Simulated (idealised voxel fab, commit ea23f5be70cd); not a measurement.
This section sets out a process module, namely voxel transistor to metal.
Square cell edge 5 nm, section width 205 nm, ID cut.
Think of the cross-section as a grid of square cells. We describe it in bands, top to bottom, and each band covers one or more rows of those cells.
Top, bottom (nm), then materials left to right with widths (nm); lone material tagged "full width" fills the whole band edge to edge; "blank" = empty space.
Zero point of the height axis is 0; under it, received wafer = one material. Lowest band: continues down indefinitely, "from 0 down".
Note: "30 to 40" means the width goes from the first number (top row of the band) to the second number (bottom row) in equal steps per row of cells.
"nothing changed" -> step changed no cross-section cell.
Entry "Enclosed void inventory" = empty spaces >= 8 cells with no open way to the top; each as width x height at distance, distance from left edge, all nm.
Formally, on a step line, whatever follows the settings is a remark that the simulator itself makes on the step.
What "overlay nm" on a step's line means: if the step has a mask, that mask lay this far to the right of its planned place, or, when the value is negative, to the left.

-- Intended process steps
- 1: RECEIVE: material Si
- 2: CONFORMAL_DEP: material SiO2, thk nm 5
- 3: CONFORMAL_DEP: material SiN, thk nm 15
- 4: PATTERN: tone cover, mask id ACTIVE, material resist, width nm 105, thk nm 20, overlay nm 0
- 5: DIRECTIONAL_ETCH: etch materials SiN, depth nm 15
- 6: DIRECTIONAL_ETCH: etch materials SiO2, depth nm 5
- 7: DIRECTIONAL_ETCH: etch materials Si, depth nm 20
- 8: STRIP: etch materials resist
- 9: FILL_DEP: material SiO2, thk nm 15
- 10: CMP: height nm 20
- 11: SELECTIVE_ETCH: etch materials SiO2, depth nm 10
- 12: STRIP: etch materials SiN
- 13: SELECTIVE_ETCH: etch materials SiO2, depth nm 5
- 14: OXIDIZE: depth nm 5
- 15: DIRECTIONAL_DEP: material polySi, thk nm 20
- 16: DIRECTIONAL_DEP: material SiCN, thk nm 15
- 17: PATTERN: tone cover, mask id GATE, material resist, width nm 25, thk nm 20, overlay nm 0
- 18: DIRECTIONAL_ETCH: etch materials SiCN, depth nm 25
- 19: DIRECTIONAL_ETCH: etch materials polySi, depth nm 30
- 20: STRIP: etch materials resist
- 21: CONFORMAL_DEP: material SiN, thk nm 10
- 22: DIRECTIONAL_ETCH: etch materials SiN, depth nm 10
- 23: DIRECTIONAL_ETCH: etch materials SiO2, depth nm 5
- 24: DIRECTIONAL_ETCH: etch materials Si, depth nm 15
- 25: EPI: material SiGe, thk nm 15
- 26: FILL_DEP: material SiO2, thk nm 5
- 27: CMP: height nm 35
- 28: DIRECTIONAL_DEP: material SiO2, thk nm 15
- 29: MASKED_ETCH: tone open, mask id CONTACT, width nm 15, pitch nm 80, etch materials SiO2, depth nm 40, overlay nm 0
- 30: CONFORMAL_DEP: material TiN, thk nm 5
- 31: FILL_DEP: material Ru, thk nm 5
- 32: CMP: height nm 50
- 33: CONFORMAL_DEP: material SiN, thk nm 5
- 34: DIRECTIONAL_DEP: material lowk, thk nm 15
- 35: DIRECTIONAL_DEP: material aC, thk nm 10
- 36: PATTERN: tone open, mask id METAL_1, material resist, width nm 15, pitch nm 80, thk nm 30, overlay nm 0
- 37: DIRECTIONAL_ETCH: etch materials aC, depth nm 10
- 38: STRIP: etch materials resist
- 39: DIRECTIONAL_ETCH: etch materials lowk, depth nm 15
- 40: DIRECTIONAL_ETCH: etch materials SiN, depth nm 5
- 41: STRIP: etch materials aC
- 42: CONFORMAL_DEP: material TiN, thk nm 5
- 43: FILL_DEP: material Cu, thk nm 10
- 44: CMP: height nm 70
- 45: CONFORMAL_DEP: material SiCN, thk nm 5
- 46: DIRECTIONAL_DEP: material lowk, thk nm 30
- 47: DIRECTIONAL_DEP: material aC, thk nm 15
- 48: PATTERN: tone open, mask id METAL_2, material resist, width nm 15, pitch nm 80, thk nm 30, overlay nm 0
- 49: DIRECTIONAL_ETCH: etch materials aC, depth nm 15
- 50: STRIP: etch materials resist
- 51: DIRECTIONAL_ETCH: etch materials lowk, depth nm 20
- 52: STRIP: etch materials aC
- 53: MASKED_ETCH: tone open, mask id METAL_2_HOLES, width nm 15, pitch nm 80, etch materials lowk, depth nm 10, overlay nm 0
- 54: MASKED_ETCH: tone open, mask id METAL_2_HOLES, width nm 15, pitch nm 80, etch materials SiCN, depth nm 5, overlay nm 0
- 55: CONFORMAL_DEP: material TiN, thk nm 5
- 56: FILL_DEP: material Cu, thk nm 10
- 57: CMP: height nm 105
- 58: CONFORMAL_DEP: material SiN, thk nm 5

-- Wafer as received: cross-section following step 1
from 0 down = Si full width
Enclosed void inventory: none

-- First of two wafers at the end of the module, shown in cross-section; run carried out as planned
from 110 to 105 = SiN full width
from 105 to 75 = 55 of lowk / 5 of TiN / 5 of Cu / 5 of TiN / 65 of lowk / 5 of TiN / 5 of Cu / 5 of TiN / 55 of lowk
from 75 to 70 = 55 of SiCN / 15 of TiN / 65 of SiCN / 15 of TiN / 55 of SiCN
from 70 to 55 = 55 of lowk / 5 of TiN / 5 of Cu / 5 of TiN / 65 of lowk / 5 of TiN / 5 of Cu / 5 of TiN / 55 of lowk
from 55 to 50 = 55 of SiN / 15 of TiN / 65 of SiN / 15 of TiN / 55 of SiN
from 50 to 35 = 55 of SiO2 / 5 of TiN / 5 of Ru / 5 of TiN / 65 of SiO2 / 5 of TiN / 5 of Ru / 5 of TiN / 55 of SiO2
from 35 to 20 = 55 of SiO2 / 5 of TiN / 5 of Ru / 5 of TiN / 10 of SiO2 / 10 of SiN / 25 of SiCN / 10 of SiN / 10 of SiO2 / 5 of TiN / 5 of Ru / 5 of TiN / 55 of SiO2
from 20 to 15 = 55 of SiO2 / 5 of TiN / 5 of Ru / 5 of TiN / 10 of SiO2 / 10 of SiN / 25 of polySi / 10 of SiN / 10 of SiO2 / 5 of TiN / 5 of Ru / 5 of TiN / 55 of SiO2
from 15 to 10 = 55 of SiO2 / 15 of TiN / 10 of SiO2 / 10 of SiN / 25 of polySi / 10 of SiN / 10 of SiO2 / 15 of TiN / 55 of SiO2
from 10 to 5 = 50 of SiO2 / 30 of SiGe / 10 of SiN / 25 of polySi / 10 of SiN / 30 of SiGe / 50 of SiO2
from 5 to 0 = 45 of SiO2 / 10 of SiN / 25 of SiGe / 10 of SiN / 25 of polySi / 10 of SiN / 25 of SiGe / 10 of SiN / 45 of SiO2
from 0 to -5 = 55 of SiO2 / 25 of SiGe / 45 of SiO2 / 25 of SiGe / 55 of SiO2
from -5 to -20 = 50 of SiO2 / 5 of Si / 25 of SiGe / 45 of Si / 25 of SiGe / 5 of Si / 50 of SiO2
from -20 down = Si full width
Enclosed void inventory: none

-- Here's the second of our two wafers sectioned at module end. Same start as the first, same plan, but one mistake got made running it
from 110 to 105 = SiN full width
from 105 to 100 = Cu full width
from 100 to 95 = 60 of TiN / 5 of Cu / 75 of TiN / 5 of Cu / 60 of TiN
from 95 to 90 = 55 of lowk / 5 of TiN / 5 of Cu / 5 of TiN / 65 of lowk / 5 of TiN / 5 of Cu / 5 of TiN / 55 of lowk
from 90 to 85 = 55 of lowk / 15 of TiN / 65 of lowk / 15 of TiN / 55 of lowk
from 85 to 75 = lowk full width
from 75 to 70 = SiCN full width
from 70 to 55 = 55 of lowk / 5 of TiN / 5 of Cu / 5 of TiN / 65 of lowk / 5 of TiN / 5 of Cu / 5 of TiN / 55 of lowk
from 55 to 50 = 55 of SiN / 15 of TiN / 65 of SiN / 15 of TiN / 55 of SiN
from 50 to 35 = 55 of SiO2 / 5 of TiN / 5 of Ru / 5 of TiN / 65 of SiO2 / 5 of TiN / 5 of Ru / 5 of TiN / 55 of SiO2
from 35 to 20 = 55 of SiO2 / 5 of TiN / 5 of Ru / 5 of TiN / 10 of SiO2 / 10 of SiN / 25 of SiCN / 10 of SiN / 10 of SiO2 / 5 of TiN / 5 of Ru / 5 of TiN / 55 of SiO2
from 20 to 15 = 55 of SiO2 / 5 of TiN / 5 of Ru / 5 of TiN / 10 of SiO2 / 10 of SiN / 25 of polySi / 10 of SiN / 10 of SiO2 / 5 of TiN / 5 of Ru / 5 of TiN / 55 of SiO2
from 15 to 10 = 55 of SiO2 / 15 of TiN / 10 of SiO2 / 10 of SiN / 25 of polySi / 10 of SiN / 10 of SiO2 / 15 of TiN / 55 of SiO2
from 10 to 5 = 50 of SiO2 / 30 of SiGe / 10 of SiN / 25 of polySi / 10 of SiN / 30 of SiGe / 50 of SiO2
from 5 to 0 = 45 of SiO2 / 10 of SiN / 25 of SiGe / 10 of SiN / 25 of polySi / 10 of SiN / 25 of SiGe / 10 of SiN / 45 of SiO2
from 0 to -5 = 55 of SiO2 / 25 of SiGe / 45 of SiO2 / 25 of SiGe / 55 of SiO2
from -5 to -20 = 50 of SiO2 / 5 of Si / 25 of SiGe / 45 of Si / 25 of SiGe / 5 of Si / 50 of SiO2
from -20 down = Si full width
Enclosed void inventory: none
Short version of what went wrong: step 53 ran differently from the plan; actual operation with settings: MASKED_ETCH: tone cover, mask id METAL_2_HOLES, width nm 15, pitch nm 80, etch materials lowk, depth nm 10, overlay nm 0
FYI, end of process, the second wafer has more or fewer cells of some materials than the first: +33 Cu; +6 SiCN; +19 TiN; -58 lowk
